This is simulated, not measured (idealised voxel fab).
Process module heading - voxel capacitor over wiring
The figure presents cross-section cut, which has a width of 250 nm and is divided into square cells with an edge length of 5 nm.
Cross-sections here: square-cell grids, written as top-down lists of bands, a band being one or more rows of cells. Top height, bottom height, nm. Materials left to right, width each, nm. Single material + "edge to edge" = fills band edge to edge. "empty" = empty. Ref level 0: as-received wafer is one material below here. Bottom band extends down with no lower bound ("0 -> down"). Note: "30..40" means the width goes from the first number (top row of the band) to the second number (bottom row) in equal steps per row of cells. Step note "no alteration" = no cross-section cell changed. Internal closed voids: empty space of 8 cells or more with no open way to the top, each as width x height at its distance from the left edge, in nm. Whatever follows a step's settings on its line is a remark the simulator itself makes about that step. Among the settings permitted on a step's line is "overlay nm"; applied to a step with a mask, it specifies the extent to which the mask lay to the right of its planned position, whereas a negative figure signifies a position to the left.

-- Planned process steps
1. RECEIVE [material Si]
2. CONFORMAL_DEP [material SiO2] [thk nm 15]
3. CONFORMAL_DEP [material SiCN] [thk nm 5]
4. DIRECTIONAL_DEP [material lowk] [thk nm 15]
5. DIRECTIONAL_DEP [material aC] [thk nm 15]
6. PATTERN [tone open] [mask id METAL_1] [material resist] [width nm 30] [pitch nm 90] [thk nm 30] [overlay nm 0]
7. DIRECTIONAL_ETCH [etch materials aC] [depth nm 15]
8. STRIP [etch materials resist]
9. DIRECTIONAL_ETCH [etch materials lowk] [depth nm 15]
10. DIRECTIONAL_ETCH [etch materials SiCN] [depth nm 5]
11. STRIP [etch materials aC]
12. CONFORMAL_DEP [material TiN] [thk nm 5]
13. FILL_DEP [material Cu] [thk nm 10]
14. CMP [height nm 35]
15. CONFORMAL_DEP [material SiCN] [thk nm 5]
16. DIRECTIONAL_DEP [material SiO2] [thk nm 15]
17. MASKED_ETCH [tone open] [mask id PLUG_1] [width nm 15] [etch materials SiO2] [depth nm 15] [overlay nm 0]
18. MASKED_ETCH [tone open] [mask id PLUG_1] [width nm 15] [etch materials SiCN] [depth nm 5] [overlay nm 0]
19. EPI [material Ru] [thk nm 10]
20. EPI [material Ru] [thk nm 10]
21. DIRECTIONAL_DEP [material TiN] [thk nm 10]
22. DIRECTIONAL_DEP [material Al2O3] [thk nm 5]
23. DIRECTIONAL_DEP [material TiN] [thk nm 10]
24. MASKED_ETCH [tone cover] [mask id UPPER_PLATE] [width nm 65] [etch materials TiN] [depth nm 10] [overlay nm 0]
25. MASKED_ETCH [tone cover] [mask id UPPER_PLATE] [width nm 65] [etch materials Al2O3] [depth nm 5] [overlay nm 0]
26. PATTERN [tone cover] [mask id LOWER_PLATE] [material resist] [width nm 75] [thk nm 20] [overlay nm 0]
27. DIRECTIONAL_ETCH [etch materials TiN] [depth nm 10]
28. STRIP [etch materials resist]
29. FILL_DEP [material SiO2] [thk nm 15]
30. CMP [height nm 90]
31. PATTERN [tone open] [mask id PLUG_2] [material resist] [width nm 15] [thk nm 15] [overlay nm 0]
32. DIRECTIONAL_ETCH [etch materials SiO2] [depth nm 10]
33. STRIP [etch materials resist]
34. CONFORMAL_DEP [material TiN] [thk nm 5]
35. FILL_DEP [material Ru] [thk nm 5]
36. CMP [height nm 90]
37. CONFORMAL_DEP [material SiCN] [thk nm 5]

-- Shown in cross-section is the wafer as received, that is, as it stands after step 1
> 0 -> down  Si edge to edge
> Internal closed voids: none

-- One mistake in running the module, otherwise start and plan as above: cross-section at the end
> 95 -> 90  SiCN edge to edge
> 90 -> 85  80 nm SiO2 / 65 nm Al2O3 / 105 nm SiO2
> 85 -> 75  75 nm SiO2 / 75 nm TiN / 100 nm SiO2
> 75 -> 55  Ru edge to edge
> 55 -> 40  Cu edge to edge
> 40 -> 35  SiCN edge to edge
> 35 -> 20  65 nm lowk / 5 nm TiN / 20 nm Cu / 5 nm TiN / 60 nm lowk / 5 nm TiN / 20 nm Cu / 5 nm TiN / 65 nm lowk
> 20 -> 15  65 nm SiCN / 30 nm TiN / 60 nm SiCN / 30 nm TiN / 65 nm SiCN
> 15 -> 0  SiO2 edge to edge
> 0 -> down  Si edge to edge
> Internal closed voids: none
It is concluded that the wafer was processed incorrectly with respect to the plan, in that step 16: run off-plan, actual operation and settings DIRECTIONAL_DEP [material Cu] [thk nm 15]
